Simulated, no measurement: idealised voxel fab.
process module | voxel self aligned vias
cross-section cut | 190 nm wide | cells 5 nm
A cross-section is a grid of square cells, given in bands from the top down. A band is one or more rows of cells.
Each band's line starts with the height of the band's top and of its bottom, in nm. Then come its materials from left to right, each with its width in nm. One material with "throughout" fills the band from edge to edge. "air" is empty space.
Height 0 is the level under which the wafer as received is all one material. The lowest band goes on downwards, as in "0 down".
A width such as "30 to 40" changes by the same amount from each row of cells to the next, from the band's top row to its bottom row.
"no change" after a step means that no cell of the cross-section changed.
closed voids: empty space of 8 cells or more with no open way to the top, each as width x height at its distance from the left edge, in nm
after a step's settings: what the simulator itself notes on the step
overlay nm, on a step with a mask: how far to the right of its planned place the mask lay; to the left if negative
plan
1 op RECEIVE | material Si
2 op CONFORMAL_DEP | material SiO2 | thk nm 15
3 op CONFORMAL_DEP | material SiCN | thk nm 5
4 op DIRECTIONAL_DEP | material lowk | thk nm 25
5 op PATTERN | tone open | mask id LINES | material resist | width nm 30 | pitch nm 60 | thk nm 20 | overlay nm 0
6 op DIRECTIONAL_ETCH | etch materials lowk | depth nm 25
7 op STRIP | etch materials resist
8 op CONFORMAL_DEP | material TiN | thk nm 5
9 op FILL_DEP | material Ru | thk nm 10
10 op CMP | height nm 45
11 op SELECTIVE_ETCH | etch materials W Ru TiN | depth nm 10
12 op FILL_DEP | material SiN | thk nm 5
13 op CMP | height nm 45
14 op DIRECTIONAL_DEP | material lowk | thk nm 20
15 op PATTERN | tone open | mask id VIAS | material resist | width nm 40 | pitch nm 60 | thk nm 20 | overlay nm 0
16 op DIRECTIONAL_ETCH | etch materials lowk | depth nm 20
17 op DIRECTIONAL_ETCH | etch materials SiN | depth nm 10
18 op STRIP | etch materials resist
19 op CONFORMAL_DEP | material TiN | thk nm 5
20 op FILL_DEP | material Cu | thk nm 10
21 op CMP | height nm 65
22 op CONFORMAL_DEP | material SiN | thk nm 5
first wafer, as planned
as received, after step 1
  0 down: Si throughout
  closed voids: none
after step 2
  15 to 0: SiO2 throughout
  below 0: unchanged
after step 3
  20 to 15: SiCN throughout
  below 15: unchanged
after step 4
  45 to 20: lowk throughout
  below 20: unchanged
after step 5
  65 to 45: resist 20 | air 30 | resist 30 | air 30 | resist 30 | air 30 | resist 20
  below 45: unchanged
after step 6
  65 to 45: resist 20 | air 30 | resist 30 | air 30 | resist 30 | air 30 | resist 20
  45 to 20: lowk 20 | air 30 | lowk 30 | air 30 | lowk 30 | air 30 | lowk 20
  below 20: unchanged
after step 7
  45 to 20: lowk 20 | air 30 | lowk 30 | air 30 | lowk 30 | air 30 | lowk 20
  below 20: unchanged
after step 8
  50 to 45: TiN 25 | air 20 | TiN 40 | air 20 | TiN 40 | air 20 | TiN 25
  45 to 25: lowk 20 | TiN 5 | air 20 | TiN 5 | lowk 30 | TiN 5 | air 20 | TiN 5 | lowk 30 | TiN 5 | air 20 | TiN 5 | lowk 20
  25 to 20: lowk 20 | TiN 30 | lowk 30 | TiN 30 | lowk 30 | TiN 30 | lowk 20
  below 20: unchanged
after step 9
  60 to 50: Ru throughout
  50 to 45: TiN 25 | Ru 20 | TiN 40 | Ru 20 | TiN 40 | Ru 20 | TiN 25
  45 to 25: lowk 20 | TiN 5 | Ru 20 | TiN 5 | lowk 30 | TiN 5 | Ru 20 | TiN 5 | lowk 30 | TiN 5 | Ru 20 | TiN 5 | lowk 20
  below 25: unchanged
after step 10
  45 to 25: lowk 20 | TiN 5 | Ru 20 | TiN 5 | lowk 30 | TiN 5 | Ru 20 | TiN 5 | lowk 30 | TiN 5 | Ru 20 | TiN 5 | lowk 20
  below 25: unchanged
after step 11
  45 to 35: lowk 20 | air 30 | lowk 30 | air 30 | lowk 30 | air 30 | lowk 20
  below 35: unchanged
after step 12
  50 to 45: SiN throughout
  45 to 35: lowk 20 | SiN 30 | lowk 30 | SiN 30 | lowk 30 | SiN 30 | lowk 20
  below 35: unchanged
after step 13
  45 to 35: lowk 20 | SiN 30 | lowk 30 | SiN 30 | lowk 30 | SiN 30 | lowk 20
  below 35: unchanged
after step 14
  65 to 45: lowk throughout
  below 45: unchanged
after step 15
  85 to 65: resist 15 | air 40 | resist 20 | air 40 | resist 20 | air 40 | resist 15
  below 65: unchanged
after step 16
  85 to 65: resist 15 | air 40 | resist 20 | air 40 | resist 20 | air 40 | resist 15
  65 to 45: lowk 15 | air 40 | lowk 20 | air 40 | lowk 20 | air 40 | lowk 15
  below 45: unchanged
after step 17
  85 to 65: resist 15 | air 40 | resist 20 | air 40 | resist 20 | air 40 | resist 15
  65 to 45: lowk 15 | air 40 | lowk 20 | air 40 | lowk 20 | air 40 | lowk 15
  45 to 35: lowk 20 | air 30 | lowk 30 | air 30 | lowk 30 | air 30 | lowk 20
  below 35: unchanged
after step 18
  65 to 45: lowk 15 | air 40 | lowk 20 | air 40 | lowk 20 | air 40 | lowk 15
  below 45: unchanged
after step 19
  70 to 65: TiN 20 | air 30 | TiN 30 | air 30 | TiN 30 | air 30 | TiN 20
  65 to 50: lowk 15 | TiN 5 | air 30 | TiN 5 | lowk 20 | TiN 5 | air 30 | TiN 5 | lowk 20 | TiN 5 | air 30 | TiN 5 | lowk 15
  50 to 40: lowk 15 to 20 | TiN 10 to 5 | air 20 | TiN 10 to 5 | lowk 20 to 30 | TiN 10 to 5 | air 20 | TiN 10 to 5 | lowk 20 to 30 | TiN 10 to 5 | air 20 | TiN 10 to 5 | lowk 15 to 20
  40 to 35: lowk 20 | TiN 30 | lowk 30 | TiN 30 | lowk 30 | TiN 30 | lowk 20
  below 35: unchanged
after step 20
  80 to 70: Cu throughout
  70 to 65: TiN 20 | Cu 30 | TiN 30 | Cu 30 | TiN 30 | Cu 30 | TiN 20
  65 to 50: lowk 15 | TiN 5 | Cu 30 | TiN 5 | lowk 20 | TiN 5 | Cu 30 | TiN 5 | lowk 20 | TiN 5 | Cu 30 | TiN 5 | lowk 15
  50 to 40: lowk 15 to 20 | TiN 10 to 5 | Cu 20 | TiN 10 to 5 | lowk 20 to 30 | TiN 10 to 5 | Cu 20 | TiN 10 to 5 | lowk 20 to 30 | TiN 10 to 5 | Cu 20 | TiN 10 to 5 | lowk 15 to 20
  below 40: unchanged
after step 21
  65 to 50: lowk 15 | TiN 5 | Cu 30 | TiN 5 | lowk 20 | TiN 5 | Cu 30 | TiN 5 | lowk 20 | TiN 5 | Cu 30 | TiN 5 | lowk 15
  below 50: unchanged
after step 22
  70 to 65: SiN throughout
  below 65: unchanged
second wafer: like start, like plan, one mistake. Through step 1 it matches the first wafer
when step 2 should have ended
  30 to 0: SiO2 throughout
  below 0: unchanged
when step 3 should have ended
  35 to 30: SiCN throughout
  below 30: unchanged
when step 4 should have ended
  60 to 35: lowk throughout
  below 35: unchanged
when step 5 should have ended
  80 to 60: resist 20 | air 30 | resist 30 | air 30 | resist 30 | air 30 | resist 20
  below 60: unchanged
when step 6 should have ended
  80 to 60: resist 20 | air 30 | resist 30 | air 30 | resist 30 | air 30 | resist 20
  60 to 35: lowk 20 | air 30 | lowk 30 | air 30 | lowk 30 | air 30 | lowk 20
  below 35: unchanged
when step 7 should have ended
  60 to 35: lowk 20 | air 30 | lowk 30 | air 30 | lowk 30 | air 30 | lowk 20
  below 35: unchanged
when step 8 should have ended
  65 to 60: TiN 25 | air 20 | TiN 40 | air 20 | TiN 40 | air 20 | TiN 25
  60 to 40: lowk 20 | TiN 5 | air 20 | TiN 5 | lowk 30 | TiN 5 | air 20 | TiN 5 | lowk 30 | TiN 5 | air 20 | TiN 5 | lowk 20
  40 to 35: lowk 20 | TiN 30 | lowk 30 | TiN 30 | lowk 30 | TiN 30 | lowk 20
  below 35: unchanged
when step 9 should have ended
  75 to 65: Ru throughout
  65 to 60: TiN 25 | Ru 20 | TiN 40 | Ru 20 | TiN 40 | Ru 20 | TiN 25
  60 to 40: lowk 20 | TiN 5 | Ru 20 | TiN 5 | lowk 30 | TiN 5 | Ru 20 | TiN 5 | lowk 30 | TiN 5 | Ru 20 | TiN 5 | lowk 20
  below 40: unchanged
when step 10 should have ended
  45 to 40: lowk 20 | TiN 5 | Ru 20 | TiN 5 | lowk 30 | TiN 5 | Ru 20 | TiN 5 | lowk 30 | TiN 5 | Ru 20 | TiN 5 | lowk 20
  below 40: unchanged
when step 11 should have ended
  45 to 35: lowk 20 | air 30 | lowk 30 | air 30 | lowk 30 | air 30 | lowk 20
  below 35: unchanged
when step 12 should have ended
  50 to 45: SiN throughout
  45 to 35: lowk 20 | SiN 30 | lowk 30 | SiN 30 | lowk 30 | SiN 30 | lowk 20
  below 35: unchanged
when step 13 should have ended
  45 to 35: lowk 20 | SiN 30 | lowk 30 | SiN 30 | lowk 30 | SiN 30 | lowk 20
  below 35: unchanged
when step 14 should have ended
  65 to 45: lowk throughout
  below 45: unchanged
when step 15 should have ended
  85 to 65: resist 15 | air 40 | resist 20 | air 40 | resist 20 | air 40 | resist 15
  below 65: unchanged
when step 16 should have ended
  85 to 65: resist 15 | air 40 | resist 20 | air 40 | resist 20 | air 40 | resist 15
  65 to 45: lowk 15 | air 40 | lowk 20 | air 40 | lowk 20 | air 40 | lowk 15
  below 45: unchanged
when step 17 should have ended
  85 to 65: resist 15 | air 40 | resist 20 | air 40 | resist 20 | air 40 | resist 15
  65 to 45: lowk 15 | air 40 | lowk 20 | air 40 | lowk 20 | air 40 | lowk 15
  45 to 35: lowk 20 | air 30 | lowk 30 | air 30 | lowk 30 | air 30 | lowk 20
  below 35: unchanged
when step 18 should have ended
  65 to 45: lowk 15 | air 40 | lowk 20 | air 40 | lowk 20 | air 40 | lowk 15
  below 45: unchanged
when step 19 should have ended
  70 to 65: TiN 20 | air 30 | TiN 30 | air 30 | TiN 30 | air 30 | TiN 20
  65 to 50: lowk 15 | TiN 5 | air 30 | TiN 5 | lowk 20 | TiN 5 | air 30 | TiN 5 | lowk 20 | TiN 5 | air 30 | TiN 5 | lowk 15
  50 to 40: lowk 15 to 20 | TiN 10 to 5 | air 20 | TiN 10 to 5 | lowk 20 to 30 | TiN 10 to 5 | air 20 | TiN 10 to 5 | lowk 20 to 30 | TiN 10 to 5 | air 20 | TiN 10 to 5 | lowk 15 to 20
  40 to 35: lowk 20 | TiN 30 | lowk 30 | TiN 30 | lowk 30 | TiN 30 | lowk 20
  below 35: unchanged
when step 20 should have ended
  80 to 70: Cu throughout
  70 to 65: TiN 20 | Cu 30 | TiN 30 | Cu 30 | TiN 30 | Cu 30 | TiN 20
  65 to 50: lowk 15 | TiN 5 | Cu 30 | TiN 5 | lowk 20 | TiN 5 | Cu 30 | TiN 5 | lowk 20 | TiN 5 | Cu 30 | TiN 5 | lowk 15
  50 to 40: lowk 15 to 20 | TiN 10 to 5 | Cu 20 | TiN 10 to 5 | lowk 20 to 30 | TiN 10 to 5 | Cu 20 | TiN 10 to 5 | lowk 20 to 30 | TiN 10 to 5 | Cu 20 | TiN 10 to 5 | lowk 15 to 20
  below 40: unchanged
when step 21 should have ended
  65 to 50: lowk 15 | TiN 5 | Cu 30 | TiN 5 | lowk 20 | TiN 5 | Cu 30 | TiN 5 | lowk 20 | TiN 5 | Cu 30 | TiN 5 | lowk 15
  below 50: unchanged
when step 22 should have ended
  70 to 65: SiN throughout
  below 65: unchanged
what went wrong: step 2 was run twice
at the end the second wafer has, in cells: 24 fewer of Ru | 114 more of SiO2 | 30 fewer of TiN | 60 fewer of lowk
